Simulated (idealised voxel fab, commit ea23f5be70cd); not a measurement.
The document below concerns the process module designated voxel wiring stack.
Square cells of 5 nm make up the cross-section cut, whose width is 250 nm.
A cross-section in this document is a grid of square cells, and it is written down as bands, the top band listed before the ones below it; a band is made up of one or more rows of cells. Heights first: top, then bottom, in nm. Then materials, left to right, each with a width in nm. "throughout" on a single material: fills the band edge to edge. "blank": empty space. Basically, 0 is our baseline, since under it the wafer straight out of the box is all one material. The bottom band has no lower end and keeps on going down, so it looks like "0 down". Top row gets the first number, bottom row gets the second, and each row in between changes by the same step: that is how a band width like "30->40" works. What does "no modification" mean for a step? It means no cell of the cross-section changed in that step. Under "Voids, fully enclosed" you'll find the enclosed gaps, the ones with no way out to the top, that are 8 cells or bigger; each reads width x height at distance, with distance counted from the left edge, everything in nm. Anything after a step's settings on that line? It's the simulator's own note about the step. A step line may carry the setting "overlay nm", which, for steps involving a mask, states the distance by which the mask lay to the right of its intended position; negative values denote displacement to the left.

HERE'S WHAT THE PLANNED PROCESS STEPS LOOK LIKE
step 1: op RECEIVE | material Si
step 2: op CONFORMAL_DEP | material SiO2 | thk nm 10
step 3: op DIRECTIONAL_DEP | material TiN | thk nm 5
step 4: op DIRECTIONAL_DEP | material Ru | thk nm 15
step 5: op DIRECTIONAL_DEP | material aC | thk nm 10
step 6: op PATTERN | tone cover | mask id METAL_1 | material resist | width nm 30 | pitch nm 50 | thk nm 25 | overlay nm 0
step 7: op DIRECTIONAL_ETCH | etch materials aC | depth nm 10
step 8: op STRIP | etch materials resist
step 9: op DIRECTIONAL_ETCH | etch materials Ru | depth nm 15
step 10: op DIRECTIONAL_ETCH | etch materials TiN | depth nm 5
step 11: op STRIP | etch materials aC
step 12: op FILL_DEP | material SiO2 | thk nm 5
step 13: op CMP | height nm 30
step 14: op CONFORMAL_DEP | material SiCN | thk nm 5
step 15: op DIRECTIONAL_DEP | material lowk | thk nm 30
step 16: op MASKED_ETCH | tone open | mask id METAL_2 | width nm 30 | pitch nm 50 | etch materials lowk | depth nm 20 | overlay nm 0
step 17: op MASKED_ETCH | tone open | mask id METAL_2_HOLES | width nm 15 | pitch nm 100 | etch materials lowk | depth nm 10 | overlay nm 0
step 18: op MASKED_ETCH | tone open | mask id METAL_2_HOLES | width nm 15 | pitch nm 100 | etch materials SiCN | depth nm 5 | overlay nm 0
step 19: op CONFORMAL_DEP | material TiN | thk nm 5
step 20: op FILL_DEP | material Ru | thk nm 5
step 21: op CMP | height nm 65
step 22: op CONFORMAL_DEP | material SiCN | thk nm 5
step 23: op DIRECTIONAL_DEP | material lowk | thk nm 10
step 24: op PATTERN | tone open | mask id PLUG_2 | material resist | width nm 15 | pitch nm 50 | thk nm 20 | overlay nm 0
step 25: op DIRECTIONAL_ETCH | etch materials lowk | depth nm 10
step 26: op DIRECTIONAL_ETCH | etch materials SiCN | depth nm 5
step 27: op STRIP | etch materials resist
step 28: op EPI | material Ru | thk nm 10
step 29: op EPI | material Ru | thk nm 5
step 30: op CONFORMAL_DEP | material SiCN | thk nm 5
step 31: op DIRECTIONAL_DEP | material SiO2 | thk nm 25
step 32: op PATTERN | tone open | mask id METAL_3 | material resist | width nm 30 | pitch nm 50 | thk nm 15 | overlay nm 0
step 33: op DIRECTIONAL_ETCH | etch materials SiO2 | depth nm 25
step 34: op DIRECTIONAL_ETCH | etch materials SiCN | depth nm 5
step 35: op STRIP | etch materials resist
step 36: op CONFORMAL_DEP | material TiN | thk nm 5
step 37: op FILL_DEP | material Ru | thk nm 5
step 38: op CMP | height nm 110
step 39: op CONFORMAL_DEP | material SiN | thk nm 5

THIS IS THE CROSS-SECTION OF THE WAFER AS WE RECEIVED IT, I.E. AFTER STEP 1
* 0 down = Si throughout
* Voids, fully enclosed: none

WAFER CROSS-SECTION AT END OF MODULE: START AND PLAN AS SHOWN ABOVE, ONE EXECUTION ERROR
* 115 to 110 = SiN throughout
* 110 to 85 = 60 SiO2 / 5 TiN / 20 Ru / 5 TiN / 20 SiO2 / 5 TiN / 20 Ru / 5 TiN / 20 SiO2 / 5 TiN / 20 Ru / 5 TiN / 60 SiO2
* 85 to 80 = 60 SiCN / 30 TiN / 20 SiCN / 30 TiN / 20 SiCN / 30 TiN / 60 SiCN
* 80 to 70 = 55 lowk / 15 Ru / 35 lowk / 15 Ru / 35 lowk / 15 Ru / 80 lowk
* 70 to 65 = 55 SiCN / 15 Ru / 35 SiCN / 15 Ru / 35 SiCN / 15 Ru / 80 SiCN
* 65 to 50 = 60 lowk / 5 TiN / 20 Ru / 5 TiN / 20 lowk / 5 TiN / 20 Ru / 5 TiN / 20 lowk / 5 TiN / 20 Ru / 5 TiN / 60 lowk
* 50 to 45 = 60 lowk / 5 TiN / 5 Ru / 20 TiN / 20 lowk / 30 TiN / 20 lowk / 5 TiN / 5 Ru / 20 TiN / 60 lowk
* 45 to 35 = 60 lowk / 5 TiN / 5 Ru / 5 TiN / 85 lowk / 5 TiN / 5 Ru / 5 TiN / 75 lowk
* 35 to 30 = 60 SiCN / 15 TiN / 85 SiCN / 15 TiN / 75 SiCN
* 30 to 15 = 60 SiO2 / 30 Ru / 20 SiO2 / 30 Ru / 20 SiO2 / 30 Ru / 60 SiO2
* 15 to 10 = 60 SiO2 / 30 TiN / 20 SiO2 / 30 TiN / 20 SiO2 / 30 TiN / 60 SiO2
* 10 to 0 = SiO2 throughout
* 0 down = Si throughout
* Voids, fully enclosed: none
In executing the process, a mistake was made relative to the plan: step 24 ran differently from the plan; actual operation with settings: op PATTERN | tone open | mask id PLUG_2 | material resist | width nm 15 | pitch nm 50 | thk nm 20 | overlay nm -5
